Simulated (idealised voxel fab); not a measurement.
Documented hereafter: the process module known as voxel tone inversion.
Each square cell in cross-section cut measures 5 nm, and the section as a whole is 295 nm wide.
This document writes a cross-section as a grid whose cells are square, and gives it as bands, listed from the top down; one or more rows of cells form a band.
Basically the band line says how high the top is and how high the bottom is, in nm, and then what's in it from left to right, every material with its width in nm. Empty space shows up as "air", and if a single material carries "edge to edge" it runs the full band edge to edge.
Heights from 0 (as-received wafer is one material below). Bottom band endless downward, as "0 down".
Per-row width for "30 to 40": begins at first number (top row of band), ends at second number (bottom row), increment between rows held constant.
"no alteration" for a step: no cell of the cross-section changed in that step.
Heads up: "Closed void table" only lists the empty pockets with no open path to the top that are 8 cells or more, and it writes them as width x height at distance, distance from the left edge, in nm.
The remark found on a step's line after its settings is issued by the simulator itself and pertains to that step.
overlay nm: for a step with a mask, the amount by which the mask lay right of where it was planned; a negative amount means left of it.
Process steps foreseen in the plan:
1: RECEIVE,material Si
2: CONFORMAL_DEP,material SiN,thk nm 5
3: DIRECTIONAL_DEP,material aC,thk nm 20
4: PATTERN,tone cover,mask id POSTS,material resist,width nm 25,pitch nm 50,thk nm 30,overlay nm 0
5: DIRECTIONAL_ETCH,etch materials aC,depth nm 20
6: STRIP,etch materials resist
7: FILL_DEP,material SiO2,thk nm 5
8: CMP,height nm 25
9: STRIP,etch materials aC
First wafer out of two, processed as planned:
Cross-section of the wafer at receipt, which is the condition after step 1:
  0 down | Si edge to edge
  Closed void table: none
After step 2, in cross-section:
  5 to 0 | SiN edge to edge
  Whatever lies below 0 is exactly as it was before.
After step 3, in cross-section:
  25 to 5 | aC edge to edge
  Whatever lies below 5 is exactly as it was before.
After step 4, in cross-section:
  55 to 25 | air: 60, resist: 25, air: 25, resist: 25, air: 25, resist: 25, air: 25, resist: 25, air: 60
  Whatever lies below 25 is exactly as it was before.
After step 5, in cross-section:
  35 to 25 | air: 60, resist: 25, air: 25, resist: 25, air: 25, resist: 25, air: 25, resist: 25, air: 60
  25 to 5 | air: 60, aC: 25, air: 25, aC: 25, air: 25, aC: 25, air: 25, aC: 25, air: 60
  Whatever lies below 5 is exactly as it was before.
After step 6, in cross-section:
  25 to 5 | air: 60, aC: 25, air: 25, aC: 25, air: 25, aC: 25, air: 25, aC: 25, air: 60
  Whatever lies below 5 is exactly as it was before.
After step 7, in cross-section:
  30 to 25 | SiO2 edge to edge
  25 to 5 | SiO2: 60, aC: 25, SiO2: 25, aC: 25, SiO2: 25, aC: 25, SiO2: 25, aC: 25, SiO2: 60
  Whatever lies below 5 is exactly as it was before.
After step 8, in cross-section:
  25 to 5 | SiO2: 60, aC: 25, SiO2: 25, aC: 25, SiO2: 25, aC: 25, SiO2: 25, aC: 25, SiO2: 60
  Whatever lies below 5 is exactly as it was before.
After step 9, in cross-section:
  25 to 5 | SiO2: 60, air: 25, SiO2: 25, air: 25, SiO2: 25, air: 25, SiO2: 25, air: 25, SiO2: 60
  Whatever lies below 5 is exactly as it was before.
Wafer two. Identical start, identical plan. One mistake in execution. Identical history through step 1:
Second wafer, cross-section, planned end of step 2:
  20 to 0 | aC edge to edge
  Whatever lies below 0 is exactly as it was before.
Second wafer, cross-section, planned end of step 3:
  25 to 20 | SiN edge to edge
  Whatever lies below 20 is exactly as it was before.
Second wafer, cross-section, planned end of step 4:
  55 to 25 | air: 60, resist: 25, air: 25, resist: 25, air: 25, resist: 25, air: 25, resist: 25, air: 60
  Whatever lies below 25 is exactly as it was before.
Second wafer, cross-section, planned end of step 5:
  35 to 25 | air: 60, resist: 25, air: 25, resist: 25, air: 25, resist: 25, air: 25, resist: 25, air: 60
  Whatever lies below 25 is exactly as it was before.
Second wafer, cross-section, planned end of step 6:
  25 to 20 | SiN edge to edge
  Whatever lies below 20 is exactly as it was before.
Second wafer, cross-section, planned end of step 7:
  30 to 25 | SiO2 edge to edge
  Whatever lies below 25 is exactly as it was before.
Second wafer, cross-section, planned end of step 8:
  25 to 20 | SiN edge to edge
  Whatever lies below 20 is exactly as it was before.
Second wafer, cross-section, planned end of step 9: no alteration
Deviation noted in wafer processing: order of steps 2 and 3 inverted relative to the plan
Wrapping up, a cell-based count of both wafers puts the second over or under the first for these materials: SiO2: 156 fewer | aC: 236 more
